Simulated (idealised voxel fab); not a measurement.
The following is a process module called voxel fin reveal.
Section shown: cut. Width: 180 nm. Cell size: 5 nm, square.
A cross-section in this document is a grid of square cells, and it is written down as bands, the top band listed before the ones below it; a band is made up of one or more rows of cells. Band entry format. Leading values: height of top, height of bottom, nm. Remainder: materials in left-to-right order, each with its width in nm. Special words: "full width" on a single material, which then fills the band edge to edge; "air", empty space. The reference from which all heights are counted is 0, the level beneath which the as-received wafer is entirely one material; the lowest band, having no lower bound, proceeds downward and is written after the example "z 0 and below". Per-row width for "30->40": begins at first number (top row of band), ends at second number (bottom row), increment between rows held constant. Where the words "left unchanged" appear for a step, the cross-section shows no cell changed by that step; every cell remained as before. "Entrapped void list" enumerates empty spaces isolated from the top, with no open way to it, that contain at least 8 cells, giving each as width x height at distance from the left edge, all three in nm. On each step's line, the part that comes after the settings is the simulator's own comment on the step. overlay nm: how far to the right of its planned place the mask lay on this masked step (negative: to the left).
Set out below are the planned steps of the process
step 1: RECEIVE: material Si
step 2: CONFORMAL_DEP: material SiN, thk nm 10
step 3: MASKED_ETCH: tone cover, mask id FINS, width nm 15, pitch nm 40, etch materials SiN, depth nm 10, overlay nm 0
step 4: MASKED_ETCH: tone cover, mask id FINS, width nm 15, pitch nm 40, etch materials Si, depth nm 30, overlay nm 0
step 5: FILL_DEP: material SiO2, thk nm 5
step 6: CMP: height nm 10
step 7: SELECTIVE_ETCH: etch materials SiO2, depth nm 15
step 8: STRIP: etch materials SiN
Same starting wafers, different depth nm at step 7. Plan value belongs to the first wafer.
First of several wafers, received after step 1, in cross-section
* z 0 and below: Si full width
* Entrapped void list: none
Wafer cross-section (first of several) - module end, post step 8 (last step)
* z 0 to -5: 60 of air, 15 of Si, 25 of air, 15 of Si, 65 of air
* z -5 to -30: 60 of SiO2, 15 of Si, 25 of SiO2, 15 of Si, 65 of SiO2
* z -30 and below: Si full width
* Entrapped void list: none
Sectional view of the last wafer upon completion of the module
* z 0 to -30: 60 of air, 15 of Si, 25 of air, 15 of Si, 65 of air
* z -30 and below: Si full width
* Entrapped void list: none
Per wafer (row), end of module: delta in cells per material since receipt, (+) for gained, (-) for lost; closed voids after that
depth nm 15, -180 Si, +150 SiO2, Entrapped void list: none
depth nm 20, -180 Si, +120 SiO2, Entrapped void list: none
depth nm 25, -180 Si, +90 SiO2, Entrapped void list: none
depth nm 30, -180 Si, +60 SiO2, Entrapped void list: none
depth nm 35, -180 Si, +30 SiO2, Entrapped void list: none
depth nm 40, -180 Si, Entrapped void list: none
